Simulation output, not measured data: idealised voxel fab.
process module | voxel wiring stack
cross-section cut | 250 nm wide | cells 5 nm
A cross-section is a grid of square cells, given in bands from the top down. A band is one or more rows of cells.
Each band's line starts with the height of the band's top and of its bottom, in nm. Then come its materials from left to right, each with its width in nm. One material with "throughout" fills the band from edge to edge. "air" is empty space.
Height 0 is the level under which the wafer as received is all one material. The lowest band goes on downwards, as in "0 down".
A width such as "30 to 40" changes by the same amount from each row of cells to the next, from the band's top row to its bottom row.
"no change" after a step means that no cell of the cross-section changed.
closed voids: empty space of 8 cells or more with no open way to the top, each as width x height at its distance from the left edge, in nm
after a step's settings: what the simulator itself notes on the step
overlay nm, on a step with a mask: how far to the right of its planned place the mask lay; to the left if negative
plan
1 op RECEIVE | material Si
2 op CONFORMAL_DEP | material SiO2 | thk nm 10
3 op DIRECTIONAL_DEP | material TiN | thk nm 5
4 op DIRECTIONAL_DEP | material Ru | thk nm 20
5 op DIRECTIONAL_DEP | material aC | thk nm 15
6 op PATTERN | tone cover | mask id METAL_1 | material resist | width nm 30 | pitch nm 55 | thk nm 30 | overlay nm 0
7 op DIRECTIONAL_ETCH | etch materials aC | depth nm 15
8 op STRIP | etch materials resist
9 op DIRECTIONAL_ETCH | etch materials Ru | depth nm 20
10 op DIRECTIONAL_ETCH | etch materials TiN | depth nm 5
11 op STRIP | etch materials aC
12 op FILL_DEP | material SiO2 | thk nm 5
13 op CMP | height nm 35
14 op CONFORMAL_DEP | material SiCN | thk nm 5
15 op DIRECTIONAL_DEP | material SiO2 | thk nm 10
16 op PATTERN | tone open | mask id PLUG_1 | material resist | width nm 15 | pitch nm 55 | thk nm 15 | overlay nm 0
17 op DIRECTIONAL_ETCH | etch materials SiO2 | depth nm 10
18 op DIRECTIONAL_ETCH | etch materials SiCN | depth nm 5
19 op STRIP | etch materials resist
20 op CONFORMAL_DEP | material TiN | thk nm 5
21 op FILL_DEP | material W | thk nm 10
22 op CMP | height nm 50
23 op DIRECTIONAL_DEP | material TiN | thk nm 5
24 op DIRECTIONAL_DEP | material W | thk nm 20
25 op PATTERN | tone cover | mask id METAL_2 | material resist | width nm 30 | pitch nm 55 | thk nm 15 | overlay nm 0
26 op DIRECTIONAL_ETCH | etch materials W | depth nm 20
27 op DIRECTIONAL_ETCH | etch materials TiN | depth nm 5
28 op STRIP | etch materials resist
29 op CONFORMAL_DEP | material SiCN | thk nm 5
30 op FILL_DEP | material SiO2 | thk nm 10
31 op CMP | height nm 75
32 op CONFORMAL_DEP | material SiCN | thk nm 5
33 op DIRECTIONAL_DEP | material SiO2 | thk nm 30
34 op DIRECTIONAL_DEP | material aC | thk nm 10
35 op PATTERN | tone open | mask id METAL_3 | material resist | width nm 30 | pitch nm 55 | thk nm 25 | overlay nm 0
36 op DIRECTIONAL_ETCH | etch materials aC | depth nm 10
37 op STRIP | etch materials resist
38 op DIRECTIONAL_ETCH | etch materials SiO2 | depth nm 15
39 op STRIP | etch materials aC
40 op PATTERN | tone open | mask id METAL_3_HOLES | material resist | width nm 15 | pitch nm 55 | thk nm 15 | overlay nm 0
41 op DIRECTIONAL_ETCH | etch materials SiO2 | depth nm 15
42 op DIRECTIONAL_ETCH | etch materials SiCN | depth nm 5
43 op STRIP | etch materials resist
44 op CONFORMAL_DEP | material TiN | thk nm 5
45 op FILL_DEP | material Cu | thk nm 10
46 op CMP | height nm 110
47 op CONFORMAL_DEP | material SiCN | thk nm 5
as received, after step 1
  0 down: Si throughout
  closed voids: none
a wafer at the end: this start, this plan, one mistake
  115 to 110: SiCN throughout
  110 to 105: Cu throughout
  105 to 100: TiN 60 | Cu 20 | TiN 35 | Cu 20 | TiN 35 | Cu 20 | TiN 60
  100 to 90: SiO2 55 | TiN 5 | Cu 20 | TiN 5 | SiO2 25 | TiN 5 | Cu 20 | TiN 5 | SiO2 25 | TiN 5 | Cu 20 | TiN 5 | SiO2 55
  90 to 80: SiO2 55 | TiN 5 | Cu 5 | TiN 20 to 5 | SiO2 25 to 40 | TiN 5 | Cu 5 | TiN 20 to 5 | SiO2 25 to 40 | TiN 5 | Cu 5 | TiN 20 to 5 | SiO2 55 to 70
  80 to 75: SiCN 55 | TiN 15 | SiCN 40 | TiN 15 | SiCN 40 | TiN 15 | SiCN 70
  75 to 55: SiO2 50 | SiCN 5 | W 30 | SiCN 5 | SiO2 15 | SiCN 5 | W 30 | SiCN 5 | SiO2 15 | SiCN 5 | W 30 | SiCN 5 | SiO2 50
  55 to 50: SiCN 55 | TiN 30 | SiCN 25 | TiN 30 | SiCN 25 | TiN 30 | SiCN 55
  50 to 40: SiO2 55 | TiN 5 | W 5 | TiN 5 | SiO2 40 | TiN 5 | W 5 | TiN 5 | SiO2 40 | TiN 5 | W 5 | TiN 5 | SiO2 70
  40 to 35: SiCN 55 | TiN 15 | SiCN 40 | TiN 15 | SiCN 40 | TiN 15 | SiCN 70
  35 to 15: SiO2 55 | Ru 30 | SiO2 25 | Ru 30 | SiO2 25 | Ru 30 | SiO2 55
  15 to 10: SiO2 55 | TiN 30 | SiO2 25 | TiN 30 | SiO2 25 | TiN 30 | SiO2 55
  10 to 0: SiO2 throughout
  0 down: Si throughout
  closed voids: none
what went wrong: step 33 ran as: op DIRECTIONAL_DEP | material SiO2 | thk nm 20
